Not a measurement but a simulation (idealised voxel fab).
The name of this process module is voxel ribs on slabs.
It is cross-section cut that appears here, measuring 285 nm in width, its square cells being 5 nm in size.
Just so we're on the same page, the cross-sections are grids of square cells, and they're listed out in bands top to bottom, each band one or more rows deep.
Top height, bottom height, nm. Materials left to right, width each, nm. Single material + "throughout" = fills band edge to edge. "air" = empty.
It should be noted that heights are counted from 0, beneath which the wafer as supplied is of one material throughout, and that the lowest band possesses no lower boundary but continues downward, as written in "from 0 down".
You'd read "30..40" like this: the band's top row of cells is as wide as the first number, its bottom row is as wide as the second, and going down, every row changes width by the same amount as the row before did.
"nothing was modified" -> step changed no cross-section cell.
Closed empty spaces (no open way to the top) of 8 cells or more are what "Voids, fully enclosed" lists, each as width x height at distance from the left edge, nm for all three.
That trailing text on a step's line, after the settings, is the simulator's own remark on the step.
The optional step-line setting "overlay nm" applies to steps with a mask and quantifies how far to the right of its planned location the mask lay, a negative value indicating leftward placement.
This section lists the process steps that were planned:
step 1: RECEIVE: material Si
step 2: DIRECTIONAL_DEP: material SiO2, thk nm 20
step 3: DIRECTIONAL_DEP: material polySi, thk nm 25
step 4: DIRECTIONAL_DEP: material aC, thk nm 15
step 5: PATTERN: tone cover, mask id RIB, material resist, width nm 20, thk nm 35, overlay nm 0
step 6: DIRECTIONAL_ETCH: etch materials aC, depth nm 15
step 7: STRIP: etch materials resist
step 8: DIRECTIONAL_ETCH: etch materials polySi, depth nm 20
step 9: STRIP: etch materials aC
step 10: MASKED_ETCH: tone cover, mask id SLAB, width nm 60, etch materials polySi, depth nm 5, overlay nm 0
step 11: FILL_DEP: material SiO2, thk nm 25
step 12: CMP: height nm 60
step 13: DIRECTIONAL_DEP: material W, thk nm 10
step 14: DIRECTIONAL_DEP: material aC, thk nm 15
step 15: PATTERN: tone cover, mask id HEATER, material resist, width nm 30, thk nm 35, overlay nm 0
step 16: DIRECTIONAL_ETCH: etch materials aC, depth nm 15
step 17: STRIP: etch materials resist
step 18: DIRECTIONAL_ETCH: etch materials W, depth nm 10
step 19: STRIP: etch materials aC
step 20: CONFORMAL_DEP: material SiO2, thk nm 10
As received, after step 1:
- from 0 down | Si throughout
- Voids, fully enclosed: none
First of two wafers, end-of-module section, run followed plan:
- from 80 to 70 | 115 of air; 50 of SiO2; 120 of air
- from 70 to 60 | 125 of SiO2; 30 of W; 130 of SiO2
- from 60 to 45 | SiO2 throughout
- from 45 to 25 | 130 of SiO2; 20 of polySi; 135 of SiO2
- from 25 to 20 | 110 of SiO2; 60 of polySi; 115 of SiO2
- from 20 to 0 | SiO2 throughout
- from 0 down | Si throughout
- Voids, fully enclosed: none
The second wafer, shown in cross-section after the module: started the same way as the first and given the same plan, yet one mistake crept into how it was run:
- from 80 to 70 | 115 of air; 50 of SiO2; 120 of air
- from 70 to 60 | 125 of SiO2; 30 of W; 130 of SiO2
- from 60 to 45 | SiO2 throughout
- from 45 to 25 | 130 of SiO2; 20 of polySi; 135 of SiO2
- from 25 to 20 | 110 of SiO2; 60 of polySi; 115 of SiO2
- from 20 to 0 | W throughout
- from 0 down | Si throughout
- Voids, fully enclosed: none
What was done differently from what was planned? in deviation from the planned setting, step 2 was conducted as DIRECTIONAL_DEP: material W, thk nm 20
Wafer comparison, final, in cells, second relative to first, materials more or fewer: 228 fewer of SiO2 | 228 more of W
